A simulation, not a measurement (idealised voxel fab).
Presented below is a process module, voxel released beams.
Cross-section cut: width 255 nm, square cells of 5 nm.
When this document writes out a cross-section, it uses a grid of square cells and lists it as bands, beginning at the top and moving down, with a band standing for one or more rows of cells. Read a band's entry like this: the first values are the height of its top and the height of its bottom in nm, and what follows is the sequence of materials from left to right, each with its width in nm. Note that "air" is empty space, and that a single material marked "full width" reaches across the band from edge to edge. All heights in this document are referenced to 0, defined as the level beneath which the wafer, as received, consists entirely of one material. The lowest band is not bounded below; it extends indefinitely downward and is written in the form "0 -> down". A two-number width, for instance "30 to 40", indicates that the width is equal to the first number in the top row of the band and to the second number in the bottom row, and that it changes by a constant amount per row of cells. "changes: none" -> step changed no cross-section cell. Empty spaces without an open route to the top, at least 8 cells in extent, make up the entry "Closed internal voids"; each is given as width x height at distance, where the distance is measured from the left edge, and all are in nm. Where a step's line continues beyond its settings, the continuation is a remark by the simulator itself on that step. Each step line may optionally specify "overlay nm", which for a step with a mask gives the rightward distance between the mask's planned place and where it lay, a negative value indicating the leftward direction. Below you will find pairs of cross-sections. In each, one shows the wafer before one process step and the other after it, with the after view ending at the lowest band that changed. Under each pair is the step separating them, along with its settings. Do not assume the pairs form a chain: they can come from different runs of this module on the same starting wafer, and a pair continues from the pair above it only when its "Pre-step section" entry says so.
[Pre-step section]
  0 -> down: Si full width
  Closed internal voids: none
[State After Step]
  10 -> 0: SiN full width
  All layers under 0 are left as they were.
  Closed internal voids: none
In between the before and after cross-sections above, the step is CONFORMAL_DEP [material SiN] [thk nm 10]
Pre-step section: per the after cross-section of the pair just above.
[State After Step]
  20 -> 10: SiO2 full width
  All layers under 10 are left as they were.
  Closed internal voids: none
In between the before and after cross-sections above, the step is DIRECTIONAL_DEP [material SiO2] [thk nm 10]
Pre-step section: per the after cross-section of the pair just above.
[State After Step]
  20 -> 10: SiO2 70 nm; air 45 nm; SiO2 140 nm
  All layers under 10 are left as they were.
  Closed internal voids: none
In between the before and after cross-sections above, the step is MASKED_ETCH [tone open] [mask id ANCHOR] [width nm 45] [etch materials SiO2] [depth nm 10] [overlay nm 0]
Pre-step section: per the after cross-section of the pair just above.
[State After Step]
  35 -> 25: TiN 85 nm; air 15 nm; TiN 155 nm
  25 -> 20: TiN full width
  20 -> 10: SiO2 70 nm; TiN 45 nm; SiO2 140 nm
  All layers under 10 are left as they were.
  Closed internal voids: none
In between the before and after cross-sections above, the step is CONFORMAL_DEP [material TiN] [thk nm 15]
Pre-step section: per the after cross-section of the pair just above.
[State After Step]
  35 -> 25: air 65 nm; TiN 20 nm; air 15 nm; TiN 85 nm; air 70 nm
  25 -> 20: air 65 nm; TiN 120 nm; air 70 nm
  All layers under 20 are left as they were.
  Closed internal voids: none
In between the before and after cross-sections above, the step is MASKED_ETCH [tone cover] [mask id BEAM] [width nm 120] [etch materials TiN] [depth nm 15] [overlay nm 0]
Pre-step section: per the after cross-section of the pair just above.
[State After Step]
  35 -> 25: air 65 nm; TiN 20 nm; air 15 nm; TiN 85 nm; air 70 nm
  25 -> 20: air 65 nm; TiN 120 nm; air 70 nm
  20 -> 10: air 70 nm; TiN 45 nm; air 140 nm
  All layers under 10 are left as they were.
  Closed internal voids: none
In between the before and after cross-sections above, the step is STRIP [etch materials SiO2]
[Pre-step section]
  0 -> down: Si full width
  Closed internal voids: none
[State After Step]
  10 -> 0: SiO2 full width
  All layers under 0 are left as they were.
  Closed internal voids: none
In between the before and after cross-sections above, the step is DIRECTIONAL_DEP [material SiO2] [thk nm 10]
Pre-step section: per the after cross-section of the pair just above.
[State After Step]
  10 -> 0: SiO2 70 nm; air 45 nm; SiO2 140 nm
  All layers under 0 are left as they were.
  Closed internal voids: none
In between the before and after cross-sections above, the step is MASKED_ETCH [tone open] [mask id ANCHOR] [width nm 45] [etch materials SiO2] [depth nm 10] [overlay nm 0]
Pre-step section: per the after cross-section of the pair just above.
[State After Step]
  25 -> 15: TiN 85 nm; air 15 nm; TiN 155 nm
  15 -> 10: TiN full width
  10 -> 0: SiO2 70 nm; TiN 45 nm; SiO2 140 nm
  All layers under 0 are left as they were.
  Closed internal voids: none
In between the before and after cross-sections above, the step is CONFORMAL_DEP [material TiN] [thk nm 15]
Pre-step section: per the after cross-section of the pair just above.
[State After Step]
  25 -> 15: air 65 nm; TiN 20 nm; air 15 nm; TiN 85 nm; air 70 nm
  15 -> 10: air 65 nm; TiN 120 nm; air 70 nm
  All layers under 10 are left as they were.
  Closed internal voids: none
In between the before and after cross-sections above, the step is MASKED_ETCH [tone cover] [mask id BEAM] [width nm 120] [etch materials TiN] [depth nm 15] [overlay nm 0]
Pre-step section: per the after cross-section of the pair just above.
[State After Step]
  25 -> 15: air 65 nm; TiN 20 nm; air 15 nm; TiN 85 nm; air 70 nm
  15 -> 10: air 65 nm; TiN 120 nm; air 70 nm
  10 -> 0: air 70 nm; TiN 45 nm; air 140 nm
  All layers under 0 are left as they were.
  Closed internal voids: none
In between the before and after cross-sections above, the step is STRIP [etch materials SiO2]
[Pre-step section]
  35 -> 25: TiN 85 nm; air 15 nm; TiN 155 nm
  25 -> 20: TiN full width
  20 -> 10: SiO2 70 nm; TiN 45 nm; SiO2 140 nm
  10 -> 0: SiN full width
  0 -> down: Si full width
  Closed internal voids: none
[State After Step]
  50 -> 20: TiN full width
  All layers under 20 are left as they were.
  Closed internal voids: none
In between the before and after cross-sections above, the step is CONFORMAL_DEP [material TiN] [thk nm 15]
Pre-step section: per the after cross-section of the pair just above.
[State After Step]
  50 -> 35: air 65 nm; TiN 120 nm; air 70 nm
  All layers under 35 are left as they were.
  Closed internal voids: none
In between the before and after cross-sections above, the step is MASKED_ETCH [tone cover] [mask id BEAM] [width nm 120] [etch materials TiN] [depth nm 15] [overlay nm 0]
[Pre-step section]
  10 -> 0: SiO2 full width
  0 -> down: Si full width
  Closed internal voids: none
[State After Step]
  20 -> 10: SiN full width
  All layers under 10 are left as they were.
  Closed internal voids: none
In between the before and after cross-sections above, the step is CONFORMAL_DEP [material SiN] [thk nm 10]
Pre-step section: per the after cross-section of the pair just above.
[State After Step]
  35 -> 20: TiN full width
  All layers under 20 are left as they were.
  Closed internal voids: none
In between the before and after cross-sections above, the step is CONFORMAL_DEP [material TiN] [thk nm 15]
Pre-step section: per the after cross-section of the pair just above.
[State After Step]
  35 -> 20: air 65 nm; TiN 120 nm; air 70 nm
  All layers under 20 are left as they were.
  Closed internal voids: none
In between the before and after cross-sections above, the step is MASKED_ETCH [tone cover] [mask id BEAM] [width nm 120] [etch materials TiN] [depth nm 15] [overlay nm 0]
[Pre-step section]
  20 -> 10: SiO2 70 nm; air 45 nm; SiO2 140 nm
  10 -> 0: SiN full width
  0 -> down: Si full width
  Closed internal voids: none
[State After Step]
  25 -> 20: TiN 75 nm; air 35 nm; TiN 145 nm
  20 -> 15: SiO2 70 nm; TiN 5 nm; air 35 nm; TiN 5 nm; SiO2 140 nm
  15 -> 10: SiO2 70 nm; TiN 45 nm; SiO2 140 nm
  All layers under 10 are left as they were.
  Closed internal voids: none
In between the before and after cross-sections above, the step is CONFORMAL_DEP [material TiN] [thk nm 5]
Pre-step section: per the after cross-section of the pair just above.
[State After Step]
  25 -> 20: air 65 nm; TiN 10 nm; air 35 nm; TiN 75 nm; air 70 nm
  All layers under 20 are left as they were.
  Closed internal voids: none
In between the before and after cross-sections above, the step is MASKED_ETCH [tone cover] [mask id BEAM] [width nm 120] [etch materials TiN] [depth nm 15] [overlay nm 0]
Pre-step section: per the after cross-section of the pair just above.
[State After Step]
  25 -> 15: air 65 to 70 nm; TiN 10 to 5 nm; air 35 nm; TiN 75 to 5 nm; air 70 to 140 nm
  15 -> 10: air 70 nm; TiN 45 nm; air 140 nm
  All layers under 10 are left as they were.
  Closed internal voids: none
In between the before and after cross-sections above, the step is STRIP [etch materials SiO2]
[Pre-step section]
  35 -> 25: TiN 85 nm; air 15 nm; TiN 155 nm
  25 -> 20: TiN full width
  20 -> 10: SiO2 70 nm; TiN 45 nm; SiO2 140 nm
  10 -> 0: SiN full width
  0 -> down: Si full width
  Closed internal voids: none
[State After Step]
  35 -> 25: air 70 nm; TiN 15 nm; air 15 nm; TiN 85 nm; air 70 nm
  25 -> 20: air 70 nm; TiN 115 nm; air 70 nm
  All layers under 20 are left as they were.
  Closed internal voids: none
In between the before and after cross-sections above, the step is MASKED_ETCH [tone cover] [mask id BEAM] [width nm 115] [etch materials TiN] [depth nm 15] [overlay nm 0]
Pre-step section: per the after cross-section of the pair just above.
[State After Step]
  35 -> 25: air 70 nm; TiN 15 nm; air 15 nm; TiN 85 nm; air 70 nm
  25 -> 20: air 70 nm; TiN 115 nm; air 70 nm
  20 -> 10: air 70 nm; TiN 45 nm; air 140 nm
  All layers under 10 are left as they were.
  Closed internal voids: none
In between the before and after cross-sections above, the step is STRIP [etch materials SiO2]
[Pre-step section]
  35 -> 25: TiN 85 nm; air 15 nm; TiN 155 nm
  25 -> 20: TiN full width
  20 -> 10: SiO2 70 nm; TiN 45 nm; SiO2 140 nm
  10 -> 0: SiN full width
  0 -> down: Si full width
  Closed internal voids: none
[State After Step]
  35 -> 25: air 60 nm; TiN 25 nm; air 15 nm; TiN 80 nm; air 75 nm
  25 -> 20: air 60 nm; TiN 120 nm; air 75 nm
  All layers under 20 are left as they were.
  Closed internal voids: none
In between the before and after cross-sections above, the step is MASKED_ETCH [tone cover] [mask id BEAM] [width nm 120] [etch materials TiN] [depth nm 15] [overlay nm -5]
Pre-step section: per the after cross-section of the pair just above.
[State After Step]
  35 -> 25: air 60 nm; TiN 25 nm; air 15 nm; TiN 80 nm; air 75 nm
  25 -> 20: air 60 nm; TiN 120 nm; air 75 nm
  20 -> 10: air 70 nm; TiN 45 nm; air 140 nm
  All layers under 10 are left as they were.
  Closed internal voids: none
In between the before and after cross-sections above, the step is STRIP [etch materials SiO2]
[Pre-step section]
  0 -> down: Si full width
  Closed internal voids: none
[State After Step]
  10 -> 0: TiN full width
  All layers under 0 are left as they were.
  Closed internal voids: none
In between the before and after cross-sections above, the step is CONFORMAL_DEP [material TiN] [thk nm 10]
Pre-step section: per the after cross-section of the pair just above.
[State After Step]
  20 -> 10: SiO2 full width
  All layers under 10 are left as they were.
  Closed internal voids: none
In between the before and after cross-sections above, the step is DIRECTIONAL_DEP [material SiO2] [thk nm 10]
Pre-step section: per the after cross-section of the pair just above.
[State After Step]
  20 -> 10: SiO2 70 nm; air 45 nm; SiO2 140 nm
  All layers under 10 are left as they were.
  Closed internal voids: none
In between the before and after cross-sections above, the step is MASKED_ETCH [tone open] [mask id ANCHOR] [width nm 45] [etch materials SiO2] [depth nm 10] [overlay nm 0]
Pre-step section: per the after cross-section of the pair just above.
[State After Step]
  35 -> 25: TiN 85 nm; air 15 nm; TiN 155 nm
  25 -> 20: TiN full width
  20 -> 10: SiO2 70 nm; TiN 45 nm; SiO2 140 nm
  All layers under 10 are left as they were.
  Closed internal voids: none
In between the before and after cross-sections above, the step is CONFORMAL_DEP [material TiN] [thk nm 15]
Pre-step section: per the after cross-section of the pair just above.
[State After Step]
  35 -> 25: air 65 nm; TiN 20 nm; air 15 nm; TiN 85 nm; air 70 nm
  25 -> 20: air 65 nm; TiN 120 nm; air 70 nm
  All layers under 20 are left as they were.
  Closed internal voids: none
In between the before and after cross-sections above, the step is MASKED_ETCH [tone cover] [mask id BEAM] [width nm 120] [etch materials TiN] [depth nm 15] [overlay nm 0]
Pre-step section: per the after cross-section of the pair just above.
[State After Step]
  35 -> 25: air 65 nm; TiN 20 nm; air 15 nm; TiN 85 nm; air 70 nm
  25 -> 20: air 65 nm; TiN 120 nm; air 70 nm
  20 -> 10: air 70 nm; TiN 45 nm; air 140 nm
  All layers under 10 are left as they were.
  Closed internal voids: none
In between the before and after cross-sections above, the step is STRIP [etch materials SiO2]
[Pre-step section]
  20 -> 10: SiO2 full width
  10 -> 0: SiN full width
  0 -> down: Si full width
  Closed internal voids: none
[State After Step]
  20 -> 10: air 70 nm; SiO2 45 nm; air 140 nm
  All layers under 10 are left as they were.
  Closed internal voids: none
In between the before and after cross-sections above, the step is MASKED_ETCH [tone cover] [mask id ANCHOR] [width nm 45] [etch materials SiO2] [depth nm 10] [overlay nm 0]
Pre-step section: per the after cross-section of the pair just above.
[State After Step]
  35 -> 25: air 55 nm; TiN 75 nm; air 125 nm
  25 -> 20: TiN full width
  20 -> 10: TiN 70 nm; SiO2 45 nm; TiN 140 nm
  All layers under 10 are left as they were.
  Closed internal voids: none
In between the before and after cross-sections above, the step is CONFORMAL_DEP [material TiN] [thk nm 15]
Pre-step section: per the after cross-section of the pair just above.
[State After Step]
  35 -> 25: air 65 nm; TiN 65 nm; air 125 nm
  25 -> 20: air 65 nm; TiN 120 nm; air 70 nm
  20 -> 10: air 55 nm; TiN 15 nm; SiO2 45 nm; TiN 70 nm; air 70 nm
  All layers under 10 are left as they were.
  Closed internal voids: none
In between the before and after cross-sections above, the step is MASKED_ETCH [tone cover] [mask id BEAM] [width nm 120] [etch materials TiN] [depth nm 15] [overlay nm 0]
